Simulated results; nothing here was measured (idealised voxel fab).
Process module name: voxel capacitor over wiring
Section cut is 260 nm wide and gridded with 5 nm square cells.
How to read a cross-section here: the picture is a grid of square cells, written as bands going from the top down, and any band can span one or more rows of cells. Read a band's entry like this: the first values are the height of its top and the height of its bottom in nm, and what follows is the sequence of materials from left to right, each with its width in nm. Note that "air" is empty space, and that a single material marked "edge to edge" reaches across the band from edge to edge. Heights are measured from 0, the level below which the as-received wafer is all one material; the lowest band has no bottom and continues downward, written as in "0 down". It should be noted that a width expressed as "30 to 40" varies in equal increments from row to row of cells within the band, taking the value of the first number at the top row and that of the second number at the bottom row. Given "nothing got changed" for a step, no cell of the cross-section differs between before and after that step. If an empty space has no open way to the top and is at least 8 cells in size, "Cavities, sealed" lists it, written width x height at distance, where distance is measured from the left edge and every value is in nm. Anything after a step's settings on that line? It's the simulator's own note about the step. overlay nm: right-of-plan distance of the mask on a masked step; negative values mean left-of-plan.
## Here's what the planned process steps look like
- 1: RECEIVE with material Si
- 2: CONFORMAL_DEP with material SiO2, thk nm 15
- 3: CONFORMAL_DEP with material SiCN, thk nm 5
- 4: DIRECTIONAL_DEP with material lowk, thk nm 25
- 5: DIRECTIONAL_DEP with material aC, thk nm 10
- 6: PATTERN with tone open, mask id METAL_1, material resist, width nm 20, pitch nm 80, thk nm 30, overlay nm 0
- 7: DIRECTIONAL_ETCH with etch materials aC, depth nm 10
- 8: STRIP with etch materials resist
- 9: DIRECTIONAL_ETCH with etch materials lowk, depth nm 25
- 10: DIRECTIONAL_ETCH with etch materials SiCN, depth nm 5
- 11: STRIP with etch materials aC
- 12: CONFORMAL_DEP with material TiN, thk nm 5
- 13: FILL_DEP with material Ru, thk nm 5
- 14: CMP with height nm 45
- 15: EPI with material Ru, thk nm 5
- 16: FILL_DEP with material SiCN, thk nm 5
- 17: DIRECTIONAL_DEP with material SiO2, thk nm 20
- 18: MASKED_ETCH with tone open, mask id PLUG_1, width nm 15, etch materials SiO2, depth nm 20, overlay nm 0
- 19: MASKED_ETCH with tone open, mask id PLUG_1, width nm 15, etch materials SiCN, depth nm 5, overlay nm 0
- 20: CONFORMAL_DEP with material TiN, thk nm 5
- 21: FILL_DEP with material W, thk nm 10
- 22: CMP with height nm 75
- 23: DIRECTIONAL_DEP with material TiN, thk nm 5
- 24: DIRECTIONAL_DEP with material Al2O3, thk nm 5
- 25: DIRECTIONAL_DEP with material TiN, thk nm 10
- 26: PATTERN with tone cover, mask id UPPER_PLATE, material resist, width nm 65, thk nm 15, overlay nm 0
- 27: DIRECTIONAL_ETCH with etch materials TiN, depth nm 10
- 28: DIRECTIONAL_ETCH with etch materials Al2O3, depth nm 5
- 29: STRIP with etch materials resist
- 30: PATTERN with tone cover, mask id LOWER_PLATE, material resist, width nm 75, thk nm 15, overlay nm 0
- 31: DIRECTIONAL_ETCH with etch materials TiN, depth nm 5
- 32: STRIP with etch materials resist
- 33: FILL_DEP with material SiO2, thk nm 20
- 34: CMP with height nm 110
- 35: PATTERN with tone open, mask id PLUG_2, material resist, width nm 15, thk nm 15, overlay nm 0
- 36: DIRECTIONAL_ETCH with etch materials SiO2, depth nm 15
- 37: STRIP with etch materials resist
- 38: CONFORMAL_DEP with material TiN, thk nm 5
- 39: FILL_DEP with material Ru, thk nm 10
- 40: CMP with height nm 110
- 41: CONFORMAL_DEP with material SiCN, thk nm 5
## First of two wafers, processed according to plan
## Shown in cross-section is the wafer as received, that is, as it stands after step 1
  0 down | Si edge to edge
  Cavities, sealed: none
## Step 2 complete: cross-section through the wafer
  15 to 0 | SiO2 edge to edge
  Nothing below the height 0 has changed.
## Step 3 complete: cross-section through the wafer
  20 to 15 | SiCN edge to edge
  Nothing below the height 15 has changed.
## Step 4 complete: cross-section through the wafer
  45 to 20 | lowk edge to edge
  Nothing below the height 20 has changed.
## Step 5 complete: cross-section through the wafer
  55 to 45 | aC edge to edge
  Nothing below the height 45 has changed.
## Step 6 complete: cross-section through the wafer
  85 to 55 | resist 80, then air 20, then resist 60, then air 20, then resist 80
  Nothing below the height 55 has changed.
## Step 7 complete: cross-section through the wafer
  75 to 55 | resist 80, then air 20, then resist 60, then air 20, then resist 80
  55 to 45 | aC 80, then air 20, then aC 60, then air 20, then aC 80
  Nothing below the height 45 has changed.
## Step 8 complete: cross-section through the wafer
  55 to 45 | aC 80, then air 20, then aC 60, then air 20, then aC 80
  Nothing below the height 45 has changed.
## Step 9 complete: cross-section through the wafer
  55 to 45 | aC 80, then air 20, then aC 60, then air 20, then aC 80
  45 to 20 | lowk 80, then air 20, then lowk 60, then air 20, then lowk 80
  Nothing below the height 20 has changed.
## Step 10 complete: cross-section through the wafer
  55 to 45 | aC 80, then air 20, then aC 60, then air 20, then aC 80
  45 to 20 | lowk 80, then air 20, then lowk 60, then air 20, then lowk 80
  20 to 15 | SiCN 80, then air 20, then SiCN 60, then air 20, then SiCN 80
  Nothing below the height 15 has changed.
## Step 11 complete: cross-section through the wafer
  45 to 20 | lowk 80, then air 20, then lowk 60, then air 20, then lowk 80
  Nothing below the height 20 has changed.
## Step 12 complete: cross-section through the wafer
  50 to 45 | TiN 85, then air 10, then TiN 70, then air 10, then TiN 85
  45 to 20 | lowk 80, then TiN 5, then air 10, then TiN 5, then lowk 60, then TiN 5, then air 10, then TiN 5, then lowk 80
  20 to 15 | SiCN 80, then TiN 20, then SiCN 60, then TiN 20, then SiCN 80
  Nothing below the height 15 has changed.
## Step 13 complete: cross-section through the wafer
  55 to 50 | Ru edge to edge
  50 to 45 | TiN 85, then Ru 10, then TiN 70, then Ru 10, then TiN 85
  45 to 20 | lowk 80, then TiN 5, then Ru 10, then TiN 5, then lowk 60, then TiN 5, then Ru 10, then TiN 5, then lowk 80
  Nothing below the height 20 has changed.
## Step 14 complete: cross-section through the wafer
  45 to 20 | lowk 80, then TiN 5, then Ru 10, then TiN 5, then lowk 60, then TiN 5, then Ru 10, then TiN 5, then lowk 80
  Nothing below the height 20 has changed.
## Step 15 complete: cross-section through the wafer
  50 to 45 | air 75, then Ru 30, then air 50, then Ru 30, then air 75
  Nothing below the height 45 has changed.
## Step 16 complete: cross-section through the wafer
  55 to 50 | SiCN edge to edge
  50 to 45 | SiCN 75, then Ru 30, then SiCN 50, then Ru 30, then SiCN 75
  Nothing below the height 45 has changed.
## Step 17 complete: cross-section through the wafer
  75 to 55 | SiO2 edge to edge
  Nothing below the height 55 has changed.
## Step 18 complete: cross-section through the wafer
  75 to 55 | SiO2 85, then air 15, then SiO2 160
  Nothing below the height 55 has changed.
## Step 19 complete: cross-section through the wafer
  75 to 55 | SiO2 85, then air 15, then SiO2 160
  55 to 50 | SiCN 85, then air 15, then SiCN 160
  Nothing below the height 50 has changed.
## Step 20 complete: cross-section through the wafer
  80 to 75 | TiN 90, then air 5, then TiN 165
  75 to 55 | SiO2 85, then TiN 5, then air 5, then TiN 5, then SiO2 160
  55 to 50 | SiCN 85, then TiN 15, then SiCN 160
  Nothing below the height 50 has changed.
## Step 21 complete: cross-section through the wafer
  90 to 80 | W edge to edge
  80 to 75 | TiN 90, then W 5, then TiN 165
  75 to 55 | SiO2 85, then TiN 5, then W 5, then TiN 5, then SiO2 160
  Nothing below the height 55 has changed.
## Step 22 complete: cross-section through the wafer
  75 to 55 | SiO2 85, then TiN 5, then W 5, then TiN 5, then SiO2 160
  Nothing below the height 55 has changed.
## Step 23 complete: cross-section through the wafer
  80 to 75 | TiN edge to edge
  Nothing below the height 75 has changed.
## Step 24 complete: cross-section through the wafer
  85 to 80 | Al2O3 edge to edge
  Nothing below the height 80 has changed.
## Step 25 complete: cross-section through the wafer
  95 to 85 | TiN edge to edge
  Nothing below the height 85 has changed.
## Step 26 complete: cross-section through the wafer
  110 to 95 | air 85, then resist 65, then air 110
  Nothing below the height 95 has changed.
## Step 27 complete: cross-section through the wafer
  110 to 95 | air 85, then resist 65, then air 110
  95 to 85 | air 85, then TiN 65, then air 110
  Nothing below the height 85 has changed.
## Step 28 complete: cross-section through the wafer
  110 to 95 | air 85, then resist 65, then air 110
  95 to 85 | air 85, then TiN 65, then air 110
  85 to 80 | air 85, then Al2O3 65, then air 110
  Nothing below the height 80 has changed.
## Step 29 complete: cross-section through the wafer
  95 to 85 | air 85, then TiN 65, then air 110
  Nothing below the height 85 has changed.
## Step 30 complete: cross-section through the wafer
  110 to 95 | air 80, then resist 75, then air 105
  95 to 85 | air 80, then resist 5, then TiN 65, then resist 5, then air 105
  85 to 80 | air 80, then resist 5, then Al2O3 65, then resist 5, then air 105
  Nothing below the height 80 has changed.
## Step 31 complete: cross-section through the wafer
  110 to 95 | air 80, then resist 75, then air 105
  95 to 85 | air 80, then resist 5, then TiN 65, then resist 5, then air 105
  85 to 80 | air 80, then resist 5, then Al2O3 65, then resist 5, then air 105
  80 to 75 | air 80, then TiN 75, then air 105
  Nothing below the height 75 has changed.
## Step 32 complete: cross-section through the wafer
  95 to 85 | air 85, then TiN 65, then air 110
  85 to 80 | air 85, then Al2O3 65, then air 110
  Nothing below the height 80 has changed.
## Step 33 complete: cross-section through the wafer
  115 to 95 | SiO2 edge to edge
  95 to 85 | SiO2 85, then TiN 65, then SiO2 110
  85 to 80 | SiO2 85, then Al2O3 65, then SiO2 110
  80 to 75 | SiO2 80, then TiN 75, then SiO2 105
  Nothing below the height 75 has changed.
## Step 34 complete: cross-section through the wafer
  110 to 95 | SiO2 edge to edge
  Nothing below the height 95 has changed.
## Step 35 complete: cross-section through the wafer
  125 to 110 | resist 95, then air 15, then resist 150
  Nothing below the height 110 has changed.
## Step 36 complete: cross-section through the wafer
  125 to 110 | resist 95, then air 15, then resist 150
  110 to 95 | SiO2 95, then air 15, then SiO2 150
  Nothing below the height 95 has changed.
## Step 37 complete: cross-section through the wafer
  110 to 95 | SiO2 95, then air 15, then SiO2 150
  Nothing below the height 95 has changed.
## Step 38 complete: cross-section through the wafer
  115 to 110 | TiN 100, then air 5, then TiN 155
  110 to 100 | SiO2 95, then TiN 5, then air 5, then TiN 5, then SiO2 150
  100 to 95 | SiO2 95, then TiN 15, then SiO2 150
  Nothing below the height 95 has changed.
## Step 39 complete: cross-section through the wafer
  125 to 115 | Ru edge to edge
  115 to 110 | TiN 100, then Ru 5, then TiN 155
  110 to 100 | SiO2 95, then TiN 5, then Ru 5, then TiN 5, then SiO2 150
  Nothing below the height 100 has changed.
## Step 40 complete: cross-section through the wafer
  110 to 100 | SiO2 95, then TiN 5, then Ru 5, then TiN 5, then SiO2 150
  Nothing below the height 100 has changed.
## Step 41 complete: cross-section through the wafer
  115 to 110 | SiCN edge to edge
  Nothing below the height 110 has changed.
## Second wafer, same starting state and plan as the first, one mistake in the run, identical through step 25
## Cross-sectional representation of the second wafer at the time designated in the plan for the completion of step 26
  110 to 95 | resist 85, then air 65, then resist 110
  Nothing below the height 95 has changed.
## Cross-sectional representation of the second wafer at the time designated in the plan for the completion of step 27
  110 to 95 | resist 85, then air 65, then resist 110
  95 to 85 | TiN 85, then air 65, then TiN 110
  Nothing below the height 85 has changed.
## Cross-sectional representation of the second wafer at the time designated in the plan for the completion of step 28
  110 to 95 | resist 85, then air 65, then resist 110
  95 to 85 | TiN 85, then air 65, then TiN 110
  85 to 80 | Al2O3 85, then air 65, then Al2O3 110
  Nothing below the height 80 has changed.
## Cross-sectional representation of the second wafer at the time designated in the plan for the completion of step 29
  95 to 85 | TiN 85, then air 65, then TiN 110
  Nothing below the height 85 has changed.
## Cross-sectional representation of the second wafer at the time designated in the plan for the completion of step 30
  110 to 95 | air 80, then resist 75, then air 105
  95 to 85 | TiN 85, then resist 65, then TiN 110
  85 to 80 | Al2O3 85, then resist 65, then Al2O3 110
  Nothing below the height 80 has changed.
## Cross-sectional representation of the second wafer at the time designated in the plan for the completion of step 31
  110 to 95 | air 80, then resist 75, then air 105
  95 to 90 | air 80, then TiN 5, then resist 65, then TiN 5, then air 105
  Nothing below the height 90 has changed.
## Cross-sectional representation of the second wafer at the time designated in the plan for the completion of step 32
  95 to 90 | air 80, then TiN 5, then air 65, then TiN 5, then air 105
  90 to 85 | TiN 85, then air 65, then TiN 110
  85 to 80 | Al2O3 85, then air 65, then Al2O3 110
  Nothing below the height 80 has changed.
## Cross-sectional representation of the second wafer at the time designated in the plan for the completion of step 33
  115 to 95 | SiO2 edge to edge
  95 to 90 | SiO2 80, then TiN 5, then SiO2 65, then TiN 5, then SiO2 105
  90 to 85 | TiN 85, then SiO2 65, then TiN 110
  85 to 80 | Al2O3 85, then SiO2 65, then Al2O3 110
  Nothing below the height 80 has changed.
## Cross-sectional representation of the second wafer at the time designated in the plan for the completion of step 34
  110 to 95 | SiO2 edge to edge
  Nothing below the height 95 has changed.
## Cross-sectional representation of the second wafer at the time designated in the plan for the completion of step 35
  125 to 110 | resist 95, then air 15, then resist 150
  Nothing below the height 110 has changed.
## Cross-sectional representation of the second wafer at the time designated in the plan for the completion of step 36
  125 to 110 | resist 95, then air 15, then resist 150
  110 to 95 | SiO2 95, then air 15, then SiO2 150
  Nothing below the height 95 has changed.
## Cross-sectional representation of the second wafer at the time designated in the plan for the completion of step 37
  110 to 95 | SiO2 95, then air 15, then SiO2 150
  Nothing below the height 95 has changed.
## Cross-sectional representation of the second wafer at the time designated in the plan for the completion of step 38
  115 to 110 | TiN 100, then air 5, then TiN 155
  110 to 100 | SiO2 95, then TiN 5, then air 5, then TiN 5, then SiO2 150
  100 to 95 | SiO2 95, then TiN 15, then SiO2 150
  Nothing below the height 95 has changed.
## Cross-sectional representation of the second wafer at the time designated in the plan for the completion of step 39
  125 to 115 | Ru edge to edge
  115 to 110 | TiN 100, then Ru 5, then TiN 155
  110 to 100 | SiO2 95, then TiN 5, then Ru 5, then TiN 5, then SiO2 150
  Nothing below the height 100 has changed.
## Cross-sectional representation of the second wafer at the time designated in the plan for the completion of step 40
  110 to 100 | SiO2 95, then TiN 5, then Ru 5, then TiN 5, then SiO2 150
  Nothing below the height 100 has changed.
## Cross-sectional representation of the second wafer at the time designated in the plan for the completion of step 41
  115 to 110 | SiCN edge to edge
  Nothing below the height 110 has changed.
what went wrong: step 26 ran differently from the plan; actual operation with settings: PATTERN with tone open, mask id UPPER_PLATE, material resist, width nm 65, thk nm 15, overlay nm 0
Heads up, by the end the second wafer has more or fewer cells of some materials compared to the first: 26 more of Al2O3 | 78 fewer of SiO2 | 52 more of TiN
